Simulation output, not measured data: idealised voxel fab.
This is a process module. Its name is voxel self aligned vias.
For reference, the cross-section in this document is cut, with width 245 nm and square cells of 5 nm.
Throughout this document, each cross-section is represented as a grid of square cells and is presented as a sequence of bands enumerated from the top downward, where a band comprises one or more rows of cells.
In this notation a band is specified by the heights of its top and bottom, in that order and in nm, after which its materials appear from left to right, each paired with its width in nm. The word "edge to edge" attached to a single material means that material fills the band from edge to edge; the word "blank" stands for empty space.
Note: height 0 marks the level under which the wafer is uniformly one material as received. Lowest band unbounded below, written "0 nm and below".
The notation "30 to 40" denotes a width that varies across the rows of cells in the band, beginning at the first number in the top row, finishing at the second number in the bottom row, and changing by an identical amount from each row to the next.
The cross-section has no changed cell in any step marked "identical to before".
"Tabulated closed voids" means: voids of 8 cells or more that are shut off from the top with no open way through. Written width x height at distance, distance from the left edge, in nm.
The remark found on a step's line after its settings is issued by the simulator itself and pertains to that step.
Regarding "overlay nm": on a step with a mask, it is the distance the mask lay to the right of its planned place; a negative value places it to the left.

# List of planned process steps
step 1: RECEIVE: material Si
step 2: CONFORMAL_DEP: material SiO2, thk nm 10
step 3: CONFORMAL_DEP: material SiCN, thk nm 5
step 4: DIRECTIONAL_DEP: material lowk, thk nm 25
step 5: PATTERN: tone open, mask id LINES, material resist, width nm 30, pitch nm 65, thk nm 15, overlay nm 0
step 6: DIRECTIONAL_ETCH: etch materials lowk, depth nm 25
step 7: STRIP: etch materials resist
step 8: CONFORMAL_DEP: material TiN, thk nm 5
step 9: FILL_DEP: material Ru, thk nm 10
step 10: CMP: height nm 40
step 11: SELECTIVE_ETCH: etch materials W Ru TiN, depth nm 10
step 12: FILL_DEP: material SiN, thk nm 5
step 13: CMP: height nm 40
step 14: DIRECTIONAL_DEP: material lowk, thk nm 15
step 15: MASKED_ETCH: tone open, mask id VIAS, width nm 40, pitch nm 65, etch materials lowk, depth nm 15, overlay nm 0
step 16: MASKED_ETCH: tone open, mask id VIAS, width nm 40, pitch nm 65, etch materials SiN, depth nm 10, overlay nm 0
step 17: CONFORMAL_DEP: material TiN, thk nm 5
step 18: FILL_DEP: material Ru, thk nm 10
step 19: CMP: height nm 55
step 20: CONFORMAL_DEP: material SiN, thk nm 5

# The following pertains to the first of two wafers, which was processed as planned

# The cross-section here shows the wafer as received, i.e. in its state after step 1
	0 nm and below  Si edge to edge
	Tabulated closed voids: none

# The wafer, seen in cross-section, after step 2
	10 nm to 0 nm  SiO2 edge to edge
	Under the height 0 nothing was changed.

# The wafer, seen in cross-section, after step 3
	15 nm to 10 nm  SiCN edge to edge
	Under the height 10 nothing was changed.

# The wafer, seen in cross-section, after step 4
	40 nm to 15 nm  lowk edge to edge
	Under the height 15 nothing was changed.

# The wafer, seen in cross-section, after step 5
	55 nm to 40 nm  resist 40 | blank 30 | resist 35 | blank 30 | resist 35 | blank 30 | resist 45
	Under the height 40 nothing was changed.

# The wafer, seen in cross-section, after step 6
	55 nm to 40 nm  resist 40 | blank 30 | resist 35 | blank 30 | resist 35 | blank 30 | resist 45
	40 nm to 15 nm  lowk 40 | blank 30 | lowk 35 | blank 30 | lowk 35 | blank 30 | lowk 45
	Under the height 15 nothing was changed.

# The wafer, seen in cross-section, after step 7
	40 nm to 15 nm  lowk 40 | blank 30 | lowk 35 | blank 30 | lowk 35 | blank 30 | lowk 45
	Under the height 15 nothing was changed.

# The wafer, seen in cross-section, after step 8
	45 nm to 40 nm  TiN 45 | blank 20 | TiN 45 | blank 20 | TiN 45 | blank 20 | TiN 50
	40 nm to 20 nm  lowk 40 | TiN 5 | blank 20 | TiN 5 | lowk 35 | TiN 5 | blank 20 | TiN 5 | lowk 35 | TiN 5 | blank 20 | TiN 5 | lowk 45
	20 nm to 15 nm  lowk 40 | TiN 30 | lowk 35 | TiN 30 | lowk 35 | TiN 30 | lowk 45
	Under the height 15 nothing was changed.

# The wafer, seen in cross-section, after step 9
	55 nm to 45 nm  Ru edge to edge
	45 nm to 40 nm  TiN 45 | Ru 20 | TiN 45 | Ru 20 | TiN 45 | Ru 20 | TiN 50
	40 nm to 20 nm  lowk 40 | TiN 5 | Ru 20 | TiN 5 | lowk 35 | TiN 5 | Ru 20 | TiN 5 | lowk 35 | TiN 5 | Ru 20 | TiN 5 | lowk 45
	Under the height 20 nothing was changed.

# The wafer, seen in cross-section, after step 10
	40 nm to 20 nm  lowk 40 | TiN 5 | Ru 20 | TiN 5 | lowk 35 | TiN 5 | Ru 20 | TiN 5 | lowk 35 | TiN 5 | Ru 20 | TiN 5 | lowk 45
	Under the height 20 nothing was changed.

# The wafer, seen in cross-section, after step 11
	40 nm to 30 nm  lowk 40 | blank 30 | lowk 35 | blank 30 | lowk 35 | blank 30 | lowk 45
	Under the height 30 nothing was changed.

# The wafer, seen in cross-section, after step 12
	45 nm to 40 nm  SiN edge to edge
	40 nm to 30 nm  lowk 40 | SiN 30 | lowk 35 | SiN 30 | lowk 35 | SiN 30 | lowk 45
	Under the height 30 nothing was changed.

# The wafer, seen in cross-section, after step 13
	40 nm to 30 nm  lowk 40 | SiN 30 | lowk 35 | SiN 30 | lowk 35 | SiN 30 | lowk 45
	Under the height 30 nothing was changed.

# The wafer, seen in cross-section, after step 14
	55 nm to 40 nm  lowk edge to edge
	Under the height 40 nothing was changed.

# The wafer, seen in cross-section, after step 15
	55 nm to 40 nm  lowk 35 | blank 40 | lowk 25 | blank 40 | lowk 25 | blank 40 | lowk 40
	Under the height 40 nothing was changed.

# The wafer, seen in cross-section, after step 16
	55 nm to 40 nm  lowk 35 | blank 40 | lowk 25 | blank 40 | lowk 25 | blank 40 | lowk 40
	40 nm to 30 nm  lowk 40 | blank 30 | lowk 35 | blank 30 | lowk 35 | blank 30 | lowk 45
	Under the height 30 nothing was changed.

# The wafer, seen in cross-section, after step 17
	60 nm to 55 nm  TiN 40 | blank 30 | TiN 35 | blank 30 | TiN 35 | blank 30 | TiN 45
	55 nm to 45 nm  lowk 35 | TiN 5 | blank 30 | TiN 5 | lowk 25 | TiN 5 | blank 30 | TiN 5 | lowk 25 | TiN 5 | blank 30 | TiN 5 | lowk 40
	45 nm to 35 nm  lowk 35 to 40 | TiN 10 to 5 | blank 20 | TiN 10 to 5 | lowk 25 to 35 | TiN 10 to 5 | blank 20 | TiN 10 to 5 | lowk 25 to 35 | TiN 10 to 5 | blank 20 | TiN 10 to 5 | lowk 40 to 45
	35 nm to 30 nm  lowk 40 | TiN 30 | lowk 35 | TiN 30 | lowk 35 | TiN 30 | lowk 45
	Under the height 30 nothing was changed.

# The wafer, seen in cross-section, after step 18
	70 nm to 60 nm  Ru edge to edge
	60 nm to 55 nm  TiN 40 | Ru 30 | TiN 35 | Ru 30 | TiN 35 | Ru 30 | TiN 45
	55 nm to 45 nm  lowk 35 | TiN 5 | Ru 30 | TiN 5 | lowk 25 | TiN 5 | Ru 30 | TiN 5 | lowk 25 | TiN 5 | Ru 30 | TiN 5 | lowk 40
	45 nm to 35 nm  lowk 35 to 40 | TiN 10 to 5 | Ru 20 | TiN 10 to 5 | lowk 25 to 35 | TiN 10 to 5 | Ru 20 | TiN 10 to 5 | lowk 25 to 35 | TiN 10 to 5 | Ru 20 | TiN 10 to 5 | lowk 40 to 45
	Under the height 35 nothing was changed.

# The wafer, seen in cross-section, after step 19
	55 nm to 45 nm  lowk 35 | TiN 5 | Ru 30 | TiN 5 | lowk 25 | TiN 5 | Ru 30 | TiN 5 | lowk 25 | TiN 5 | Ru 30 | TiN 5 | lowk 40
	Under the height 45 nothing was changed.

# The wafer, seen in cross-section, after step 20
	60 nm to 55 nm  SiN edge to edge
	Under the height 55 nothing was changed.

# For the second wafer, take the first wafer's start and plan, then add one mistake made in running it; everything through step 19, that step included, is shared with the first

# Cross-section: second wafer, time at which step 20 was scheduled to end
	60 nm to 55 nm  W edge to edge
	Under the height 55 nothing was changed.
In executing the process, a mistake was made relative to the plan: step 20 did not happen as planned, as run it was CONFORMAL_DEP: material W, thk nm 5
The closing comparison, in cells, has the second wafer with more or fewer of some materials than the first: SiN -49 | W +49
